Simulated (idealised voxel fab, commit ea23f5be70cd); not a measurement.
Proc. module: voxel ribs on slabs
Section shown: cut. Width: 285 nm. Cell size: 5 nm, square.
Think of the cross-section as a grid of square cells. We describe it in bands, top to bottom, and each band covers one or more rows of those cells. Band: top height; bottom height; in nm. Then, left to right: material with width in nm, for each material. "throughout": a single material spanning edge to edge. "empty": empty space. Height reference: 0 = level under which incoming wafer is all one material. Lowest band: no bottom, runs on downward, e.g. "from 0 down". Width: "30->40" (first number = top row, second number = bottom row, same change from row to row of cells). Where a step carries "no modification", the cross-section came out of it unchanged, cell for cell. The label "Sealed voids" introduces a list of the empty spaces, 8 cells or larger, that have no open way up to the top; each entry in it reads width x height at distance, where the distance is taken from the left edge and all three are stated in nm. Heads up: the bit after the settings on a step's line is the simulator's remark on that step. If you see "overlay nm" on a step's line and that step has a mask, it's telling you how far right of where it was planned the mask ended up; a negative number means it went left instead.

The steps planned for the process are as follows
1) RECEIVE, material Si
2) DIRECTIONAL_DEP, material SiO2, thk nm 20
3) DIRECTIONAL_DEP, material polySi, thk nm 15
4) PATTERN, tone cover, mask id RIB, material resist, width nm 20, thk nm 15, overlay nm 0
5) DIRECTIONAL_ETCH, etch materials polySi, depth nm 5
6) STRIP, etch materials resist
7) MASKED_ETCH, tone cover, mask id SLAB, width nm 60, etch materials polySi, depth nm 10, overlay nm 0
8) FILL_DEP, material SiO2, thk nm 20
9) CMP, height nm 50
10) DIRECTIONAL_DEP, material TiN, thk nm 5
11) PATTERN, tone cover, mask id HEATER, material resist, width nm 30, thk nm 20, overlay nm 0
12) DIRECTIONAL_ETCH, etch materials TiN, depth nm 5
13) STRIP, etch materials resist
14) CONFORMAL_DEP, material SiN, thk nm 10

What follows covers the first of two wafers; it ran as planned

Wafer cross-section on receipt, i.e. after step 1
  from 0 down = Si throughout
  Sealed voids: none

Take a look at the wafer's cross-section after step 2
  from 20 to 0 = SiO2 throughout
  Below 0, no change.

Take a look at the wafer's cross-section after step 3
  from 35 to 20 = polySi throughout
  Below 20, no change.

Take a look at the wafer's cross-section after step 4
  from 50 to 35 = empty (130), then resist (20), then empty (135)
  Below 35, no change.

Take a look at the wafer's cross-section after step 5
  from 50 to 35 = empty (130), then resist (20), then empty (135)
  from 35 to 30 = empty (130), then polySi (20), then empty (135)
  Below 30, no change.

Take a look at the wafer's cross-section after step 6
  from 35 to 30 = empty (130), then polySi (20), then empty (135)
  Below 30, no change.

Take a look at the wafer's cross-section after step 7
  from 35 to 30 = empty (130), then polySi (20), then empty (135)
  from 30 to 20 = empty (110), then polySi (60), then empty (115)
  Below 20, no change.

Take a look at the wafer's cross-section after step 8
  from 55 to 35 = SiO2 throughout
  from 35 to 30 = SiO2 (130), then polySi (20), then SiO2 (135)
  from 30 to 20 = SiO2 (110), then polySi (60), then SiO2 (115)
  Below 20, no change.

Take a look at the wafer's cross-section after step 9
  from 50 to 35 = SiO2 throughout
  Below 35, no change.

Take a look at the wafer's cross-section after step 10
  from 55 to 50 = TiN throughout
  Below 50, no change.

Take a look at the wafer's cross-section after step 11
  from 75 to 55 = empty (125), then resist (30), then empty (130)
  Below 55, no change.

Take a look at the wafer's cross-section after step 12
  from 75 to 55 = empty (125), then resist (30), then empty (130)
  from 55 to 50 = empty (125), then TiN (30), then empty (130)
  Below 50, no change.

Take a look at the wafer's cross-section after step 13
  from 55 to 50 = empty (125), then TiN (30), then empty (130)
  Below 50, no change.

Take a look at the wafer's cross-section after step 14
  from 65 to 60 = empty (115), then SiN (50), then empty (120)
  from 60 to 55 = SiN throughout
  from 55 to 50 = SiN (125), then TiN (30), then SiN (130)
  Below 50, no change.

Second wafer: same start and same plan as the first, one execution error; identical to the first through step 13

Second wafer shown in cross-section at the time step 14 was slated to end: no modification
Diagnosis: step 14 of the plan was bypassed and not carried out
Count the cells at the end and the second wafer has more or fewer of some materials than the first: 118 fewer of SiN
